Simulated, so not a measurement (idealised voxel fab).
Herein follows the process module entitled voxel wiring stack.
We display cut, a cross-section 260 nm in width whose square cells are each 5 nm.
We lay out every cross-section as a grid of square cells and spell it out in bands from the top down, where one band means one or more rows of cells. What a band's entry tells you: where the top is and where the bottom is, as heights in nm, and after that what lies inside, material by material from left to right, each with its width in nm. Empty space is written as the word "air", and a single material marked with the word "all across" occupies the band from edge to edge. All heights in this document are referenced to 0, defined as the level beneath which the wafer, as received, consists entirely of one material. The lowest band is not bounded below; it extends indefinitely downward and is written in the form "top 0, no bottom". When a width is written as two numbers, as in "30 to 40", the first number is the width in the top row of cells of the band and the second is the width in its bottom row, and the width changes by the same amount from each row to the next. The designation "nothing changed", where it is given for a processing step, indicates that no cell of the cross-section was altered in the course of that step. The list in "Unvented cavities" covers empty spaces of 8 cells or more that cannot reach the top through any open way, and it gives each as width x height at distance; the distance is from the left edge, and width, height and distance are in nm. What comes after the settings on a step's line is commentary from the simulator itself on that step. The optional step-line setting "overlay nm" applies to steps with a mask and quantifies how far to the right of its planned location the mask lay, a negative value indicating leftward placement.
-- Listed below are the process steps as planned
| 1 | op RECEIVE | material Si |
| 2 | op CONFORMAL_DEP | material SiO2 | thk nm 15 |
| 3 | op CONFORMAL_DEP | material SiN | thk nm 5 |
| 4 | op DIRECTIONAL_DEP | material lowk | thk nm 25 |
| 5 | op DIRECTIONAL_DEP | material aC | thk nm 10 |
| 6 | op PATTERN | tone open | mask id METAL_1 | material resist | width nm 25 | pitch nm 40 | thk nm 30 | overlay nm 0 |
| 7 | op DIRECTIONAL_ETCH | etch materials aC | depth nm 10 |
| 8 | op STRIP | etch materials resist |
| 9 | op DIRECTIONAL_ETCH | etch materials lowk | depth nm 25 |
| 10 | op DIRECTIONAL_ETCH | etch materials SiN | depth nm 5 |
| 11 | op STRIP | etch materials aC |
| 12 | op CONFORMAL_DEP | material TiN | thk nm 5 |
| 13 | op FILL_DEP | material Ru | thk nm 10 |
| 14 | op CMP | height nm 35 |
| 15 | op EPI | material Ru | thk nm 5 |
| 16 | op FILL_DEP | material SiCN | thk nm 5 |
| 17 | op DIRECTIONAL_DEP | material lowk | thk nm 30 |
| 18 | op DIRECTIONAL_DEP | material aC | thk nm 10 |
| 19 | op PATTERN | tone open | mask id METAL_2_HOLES | material resist | width nm 15 | pitch nm 40 | thk nm 25 | overlay nm 0 |
| 20 | op DIRECTIONAL_ETCH | etch materials aC | depth nm 10 |
| 21 | op STRIP | etch materials resist |
| 22 | op DIRECTIONAL_ETCH | etch materials lowk | depth nm 30 |
| 23 | op STRIP | etch materials aC |
| 24 | op PATTERN | tone open | mask id METAL_2 | material resist | width nm 25 | pitch nm 40 | thk nm 15 | overlay nm 0 |
| 25 | op DIRECTIONAL_ETCH | etch materials lowk | depth nm 15 |
| 26 | op DIRECTIONAL_ETCH | etch materials SiCN | depth nm 5 |
| 27 | op STRIP | etch materials resist |
| 28 | op CONFORMAL_DEP | material TiN | thk nm 5 |
| 29 | op FILL_DEP | material Cu | thk nm 5 |
| 30 | op CMP | height nm 85 |
| 31 | op CONFORMAL_DEP | material SiN | thk nm 5 |
Variable across wafers: step 14 height nm (plan value is that of the first wafer; starting state common to all).
-- Cut through the first of several wafers as received, post step 1
	top 0, no bottom  Si all across
	Unvented cavities: none
-- Post step 31, the closing step of the module: first of several wafers, cross-sectioned
	top 90, bottom 85  SiN all across
	top 85, bottom 80  Cu all across
	top 80, bottom 75  TiN=60; Cu=15; TiN=25; Cu=15; TiN=25; Cu=15; TiN=25; Cu=15; TiN=65
	top 75, bottom 65  lowk=55; TiN=5; Cu=15; TiN=5; lowk=15; TiN=5; Cu=15; TiN=5; lowk=15; TiN=5; Cu=15; TiN=5; lowk=15; TiN=5; Cu=15; TiN=5; lowk=60
	top 65, bottom 60  lowk=55; TiN=5; Cu=5; TiN=15; lowk=15; TiN=5; Cu=5; TiN=15; lowk=15; TiN=5; Cu=5; TiN=15; lowk=15; TiN=5; Cu=5; TiN=15; lowk=60
	top 60, bottom 45  lowk=55; TiN=5; Cu=5; TiN=5; lowk=25; TiN=5; Cu=5; TiN=5; lowk=25; TiN=5; Cu=5; TiN=5; lowk=25; TiN=5; Cu=5; TiN=5; lowk=70
	top 45, bottom 40  SiCN=55; TiN=15; SiCN=25; TiN=15; SiCN=25; TiN=15; SiCN=25; TiN=15; SiCN=70
	top 40, bottom 35  SiCN=50; Ru=35; SiCN=5; Ru=35; SiCN=5; Ru=35; SiCN=5; Ru=35; SiCN=55
	top 35, bottom 20  lowk=55; TiN=5; Ru=15; TiN=5; lowk=15; TiN=5; Ru=15; TiN=5; lowk=15; TiN=5; Ru=15; TiN=5; lowk=15; TiN=5; Ru=15; TiN=5; lowk=60
	top 20, bottom 15  SiN=55; TiN=25; SiN=15; TiN=25; SiN=15; TiN=25; SiN=15; TiN=25; SiN=60
	top 15, bottom 0  SiO2 all across
	top 0, no bottom  Si all across
	Unvented cavities: none
-- A cross-section through the last wafer at the close of the module
	top 90, bottom 85  SiN all across
	top 85, bottom 70  lowk=55; TiN=5; Cu=5; TiN=5; lowk=25; TiN=5; Cu=5; TiN=5; lowk=25; TiN=5; Cu=5; TiN=5; lowk=25; TiN=5; Cu=5; TiN=5; lowk=70
	top 70, bottom 65  SiCN=55; TiN=15; SiCN=25; TiN=15; SiCN=25; TiN=15; SiCN=25; TiN=15; SiCN=70
	top 65, bottom 50  Ru all across
	top 50, bottom 45  TiN=60; Ru=15; TiN=25; Ru=15; TiN=25; Ru=15; TiN=25; Ru=15; TiN=65
	top 45, bottom 20  lowk=55; TiN=5; Ru=15; TiN=5; lowk=15; TiN=5; Ru=15; TiN=5; lowk=15; TiN=5; Ru=15; TiN=5; lowk=15; TiN=5; Ru=15; TiN=5; lowk=60
	top 20, bottom 15  SiN=55; TiN=25; SiN=15; TiN=25; SiN=15; TiN=25; SiN=15; TiN=25; SiN=60
	top 15, bottom 0  SiO2 all across
	top 0, no bottom  Si all across
	Unvented cavities: none
-- Tabulated below, wafer by wafer, are the end-of-module results: for each material, the number of cells gained (+) or lost (-) relative to the as-received state, followed by the closed voids
height nm 35, +104 Cu, +64 Ru, +64 SiCN, +84 SiN, +156 SiO2, +152 TiN, +312 lowk, Unvented cavities: none
height nm 40, +52 Cu, +76 Ru, +64 SiCN, +84 SiN, +156 SiO2, +160 TiN, +344 lowk, Unvented cavities: none
height nm 45, +40 Cu, +88 Ru, +64 SiCN, +84 SiN, +156 SiO2, +128 TiN, +376 lowk, Unvented cavities: none
height nm 50, +28 Cu, +124 Ru, +40 SiCN, +84 SiN, +156 SiO2, +160 TiN, +344 lowk, Unvented cavities: none
height nm 55, +16 Cu, +176 Ru, +40 SiCN, +84 SiN, +156 SiO2, +152 TiN, +312 lowk, Unvented cavities: none
height nm 60, +12 Cu, +228 Ru, +40 SiCN, +84 SiN, +156 SiO2, +136 TiN, +280 lowk, Unvented cavities: none
